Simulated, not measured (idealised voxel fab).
Proc. module: voxel capacitor over wiring
FYI the section here is cut, 230 nm wide, cells are 5 nm squares.
The cross-sections in this document take the form of a grid made of square cells. They are written out as bands, in order from top to bottom. Each band consists of one or more rows of cells.
Band: top and bottom heights (nm) first, top before bottom; then materials from left to right, widths in nm. "edge to edge" marks a sole material filling the band edge to edge. "blank" denotes empty space.
Ref level 0: as-received wafer is one material below here. Bottom band extends down with no lower bound ("0..down").
Graded width ("30..40"): value in top row of band = first number; value in bottom row = second number; row-to-row change constant.
Basically "stayed the same" means that step didn't change any cell in the cross-section.
Each empty space that has no open way to the top and spans at least 8 cells appears under "Sealed void list" as width x height at distance, the distance counted from the left edge, all in nm.
Read whatever lies past the settings on a step's line as the simulator's own remark about the step.
"overlay nm" answers the question of how far to the right of plan the mask lay on a step that has a mask, and when it is negative the answer is to the left.

### Process steps foreseen in the plan
| 1 | RECEIVE [material Si] |
| 2 | CONFORMAL_DEP [material SiO2] [thk nm 10] |
| 3 | DIRECTIONAL_DEP [material TiN] [thk nm 5] |
| 4 | DIRECTIONAL_DEP [material Ru] [thk nm 25] |
| 5 | DIRECTIONAL_DEP [material aC] [thk nm 15] |
| 6 | PATTERN [tone cover] [mask id METAL_1] [material resist] [width nm 25] [pitch nm 90] [thk nm 30] [overlay nm 0] |
| 7 | DIRECTIONAL_ETCH [etch materials aC] [depth nm 15] |
| 8 | STRIP [etch materials resist] |
| 9 | DIRECTIONAL_ETCH [etch materials Ru] [depth nm 25] |
| 10 | DIRECTIONAL_ETCH [etch materials TiN] [depth nm 5] |
| 11 | STRIP [etch materials aC] |
| 12 | CONFORMAL_DEP [material SiCN] [thk nm 5] |
| 13 | FILL_DEP [material SiO2] [thk nm 10] |
| 14 | CMP [height nm 40] |
| 15 | CONFORMAL_DEP [material SiCN] [thk nm 5] |
| 16 | DIRECTIONAL_DEP [material SiO2] [thk nm 20] |
| 17 | PATTERN [tone open] [mask id PLUG_1] [material resist] [width nm 15] [thk nm 15] [overlay nm 0] |
| 18 | DIRECTIONAL_ETCH [etch materials SiO2] [depth nm 20] |
| 19 | DIRECTIONAL_ETCH [etch materials SiCN] [depth nm 5] |
| 20 | STRIP [etch materials resist] |
| 21 | CONFORMAL_DEP [material TiN] [thk nm 5] |
| 22 | FILL_DEP [material Ru] [thk nm 5] |
| 23 | CMP [height nm 65] |
| 24 | DIRECTIONAL_DEP [material TiN] [thk nm 5] |
| 25 | DIRECTIONAL_DEP [material HfO2] [thk nm 5] |
| 26 | DIRECTIONAL_DEP [material TiN] [thk nm 5] |
| 27 | DIRECTIONAL_DEP [material aC] [thk nm 10] |
| 28 | PATTERN [tone cover] [mask id UPPER_PLATE] [material resist] [width nm 70] [thk nm 25] [overlay nm 0] |
| 29 | DIRECTIONAL_ETCH [etch materials aC] [depth nm 10] |
| 30 | STRIP [etch materials resist] |
| 31 | DIRECTIONAL_ETCH [etch materials TiN] [depth nm 5] |
| 32 | DIRECTIONAL_ETCH [etch materials HfO2] [depth nm 5] |
| 33 | STRIP [etch materials aC] |
| 34 | DIRECTIONAL_DEP [material aC] [thk nm 10] |
| 35 | PATTERN [tone cover] [mask id LOWER_PLATE] [material resist] [width nm 80] [thk nm 30] [overlay nm 0] |
| 36 | DIRECTIONAL_ETCH [etch materials aC] [depth nm 10] |
| 37 | STRIP [etch materials resist] |
| 38 | DIRECTIONAL_ETCH [etch materials TiN] [depth nm 5] |
| 39 | STRIP [etch materials aC] |
| 40 | FILL_DEP [material SiO2] [thk nm 15] |
| 41 | CMP [height nm 90] |
| 42 | PATTERN [tone open] [mask id PLUG_2] [material resist] [width nm 15] [thk nm 20] [overlay nm -15] |
| 43 | DIRECTIONAL_ETCH [etch materials SiO2] [depth nm 10] |
| 44 | STRIP [etch materials resist] |
| 45 | CONFORMAL_DEP [material TiN] [thk nm 5] |
| 46 | FILL_DEP [material W] [thk nm 10] |
| 47 | CMP [height nm 90] |
| 48 | CONFORMAL_DEP [material SiN] [thk nm 5] |
Keep in mind the plan's value for the overlay nm of step 42 comes from the first wafer; the wafers don't share that setting, but they do share the same starting point.

### Cross-section of the first of several received wafers, showing its state after step 1
0..down | Si edge to edge
Sealed void list: none

### End-of-module cross-section, first of several wafers, after last step 48
95..90 | SiN edge to edge
90..85 | 60 SiO2, 5 TiN, 5 W, 5 TiN, 155 SiO2
85..75 | 60..65 SiO2, 15..70 TiN, 155..95 SiO2
75..70 | 65 SiO2, 70 HfO2, 95 SiO2
70..65 | 60 SiO2, 80 TiN, 90 SiO2
65..45 | 65 SiO2, 5 TiN, 5 Ru, 5 TiN, 150 SiO2
45..40 | 65 SiCN, 15 TiN, 150 SiCN
40..15 | 50 SiO2, 5 SiCN, 25 Ru, 5 SiCN, 55 SiO2, 5 SiCN, 25 Ru, 5 SiCN, 55 SiO2
15..10 | 55 SiCN, 25 TiN, 65 SiCN, 25 TiN, 60 SiCN
10..0 | SiO2 edge to edge
0..down | Si edge to edge
Sealed void list: none

### Cross-sectional view, end of module, last wafer of several
95..90 | SiN edge to edge
90..85 | 90 SiO2, 5 TiN, 5 W, 5 TiN, 125 SiO2
85..75 | 90..65 SiO2, 15..70 TiN, 125..95 SiO2
75..70 | 65 SiO2, 70 HfO2, 95 SiO2
70..65 | 60 SiO2, 80 TiN, 90 SiO2
65..45 | 65 SiO2, 5 TiN, 5 Ru, 5 TiN, 150 SiO2
45..40 | 65 SiCN, 15 TiN, 150 SiCN
40..15 | 50 SiO2, 5 SiCN, 25 Ru, 5 SiCN, 55 SiO2, 5 SiCN, 25 Ru, 5 SiCN, 55 SiO2
15..10 | 55 SiCN, 25 TiN, 65 SiCN, 25 TiN, 60 SiCN
10..0 | SiO2 edge to edge
0..down | Si edge to edge
Sealed void list: none

### Tabulated below, wafer by wafer, are the end-of-module results: for each material, the number of cells gained (+) or lost (-) relative to the as-received state, followed by the closed voids
overlay nm -15; +14 HfO2; +54 Ru; +99 SiCN; +46 SiN; +604 SiO2; +56 TiN; +1 W; Sealed void list: none
overlay nm -10; +14 HfO2; +54 Ru; +99 SiCN; +46 SiN; +604 SiO2; +56 TiN; +1 W; Sealed void list: none
overlay nm -5; +14 HfO2; +54 Ru; +99 SiCN; +46 SiN; +604 SiO2; +56 TiN; +1 W; Sealed void list: none
overlay nm 0; +14 HfO2; +54 Ru; +99 SiCN; +46 SiN; +604 SiO2; +56 TiN; +1 W; Sealed void list: none
overlay nm 5; +14 HfO2; +54 Ru; +99 SiCN; +46 SiN; +604 SiO2; +56 TiN; +1 W; Sealed void list: none
overlay nm 10; +14 HfO2; +54 Ru; +99 SiCN; +46 SiN; +604 SiO2; +56 TiN; +1 W; Sealed void list: none
overlay nm 15; +14 HfO2; +54 Ru; +99 SiCN; +46 SiN; +604 SiO2; +56 TiN; +1 W; Sealed void list: none
